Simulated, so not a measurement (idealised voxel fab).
The document below concerns the process module designated voxel trench capacitor.
Cross-section cut: width 270 nm, square cells of 5 nm.
The cross-sections in this document take the form of a grid made of square cells. They are written out as bands, in order from top to bottom. Each band consists of one or more rows of cells. In this notation a band is specified by the heights of its top and bottom, in that order and in nm, after which its materials appear from left to right, each paired with its width in nm. The word "everywhere" attached to a single material means that material fills the band from edge to edge; the word "air" stands for empty space. Convention: height 0 is the level below which the wafer, as received, is all one material. The lowest band does not terminate at the bottom but continues downward, represented as "0 nm and below". Width: "30->40" (first number = top row, second number = bottom row, same change from row to row of cells). "remains unaltered" (step): cross-section cells unchanged, all of them. If an empty space has no open way to the top and is at least 8 cells in size, "Unvented internal voids" lists it, written width x height at distance, where distance is measured from the left edge and every value is in nm. Whatever follows a step's settings on its line is a remark the simulator itself makes about that step. Each step line may optionally specify "overlay nm", which for a step with a mask gives the rightward distance between the mask's planned place and where it lay, a negative value indicating the leftward direction.
Process steps (planned):
| 1 | RECEIVE,material Si |
| 2 | CONFORMAL_DEP,material SiN,thk nm 5 |
| 3 | DIRECTIONAL_DEP,material aC,thk nm 15 |
| 4 | PATTERN,tone open,mask id TRENCH,material resist,width nm 15,pitch nm 30,thk nm 35,overlay nm 0 |
| 5 | DIRECTIONAL_ETCH,etch materials aC,depth nm 15 |
| 6 | STRIP,etch materials resist |
| 7 | DIRECTIONAL_ETCH,etch materials SiN,depth nm 5 |
| 8 | DIRECTIONAL_ETCH,etch materials Si,depth nm 35 |
| 9 | STRIP,etch materials aC |
| 10 | CONFORMAL_DEP,material SiO2,thk nm 5 |
| 11 | FILL_DEP,material polySi,thk nm 10 |
| 12 | CMP,height nm -5 |
Across this set of wafers, the varied parameter is the height nm of step 12. Starting conditions are identical for every wafer, and the plan reports the value assigned to the first wafer.
Cross-section, first of several wafers, as delivered after step 1:
  0 nm and below = Si everywhere
  Unvented internal voids: none
First wafer of several, cross-section, module end, after step 12 (last):
  -5 nm to -30 nm = Si: 95  SiO2: 5  polySi: 5  SiO2: 5  Si: 15  SiO2: 5  polySi: 5  SiO2: 5  Si: 15  SiO2: 5  polySi: 5  SiO2: 5  Si: 100
  -30 nm to -35 nm = Si: 95  SiO2: 15  Si: 15  SiO2: 15  Si: 15  SiO2: 15  Si: 100
  -35 nm and below = Si everywhere
  Unvented internal voids: none
Final wafer of several, shown in cross-section at the end of the module:
  20 nm to 10 nm = polySi everywhere
  10 nm to 5 nm = SiO2: 100  polySi: 5  SiO2: 25  polySi: 5  SiO2: 25  polySi: 5  SiO2: 105
  5 nm to 0 nm = SiN: 95  SiO2: 5  polySi: 5  SiO2: 5  SiN: 15  SiO2: 5  polySi: 5  SiO2: 5  SiN: 15  SiO2: 5  polySi: 5  SiO2: 5  SiN: 100
  0 nm to -30 nm = Si: 95  SiO2: 5  polySi: 5  SiO2: 5  Si: 15  SiO2: 5  polySi: 5  SiO2: 5  Si: 15  SiO2: 5  polySi: 5  SiO2: 5  Si: 100
  -30 nm to -35 nm = Si: 95  SiO2: 15  Si: 15  SiO2: 15  Si: 15  SiO2: 15  Si: 100
  -35 nm and below = Si everywhere
  Unvented internal voids: none
Per wafer, end of module: cells gained (+) or lost (-) per material since receipt, then closed voids:
height nm -5 | -108 Si | +39 SiO2 | +15 polySi | Unvented internal voids: none
height nm 0 | -63 Si | +45 SiO2 | +18 polySi | Unvented internal voids: none
height nm 5 | -63 Si | +45 SiN | +51 SiO2 | +21 polySi | Unvented internal voids: none
height nm 10 | -63 Si | +45 SiN | +102 SiO2 | +24 polySi | Unvented internal voids: none
height nm 15 | -63 Si | +45 SiN | +102 SiO2 | +78 polySi | Unvented internal voids: none
height nm 20 | -63 Si | +45 SiN | +102 SiO2 | +132 polySi | Unvented internal voids: none
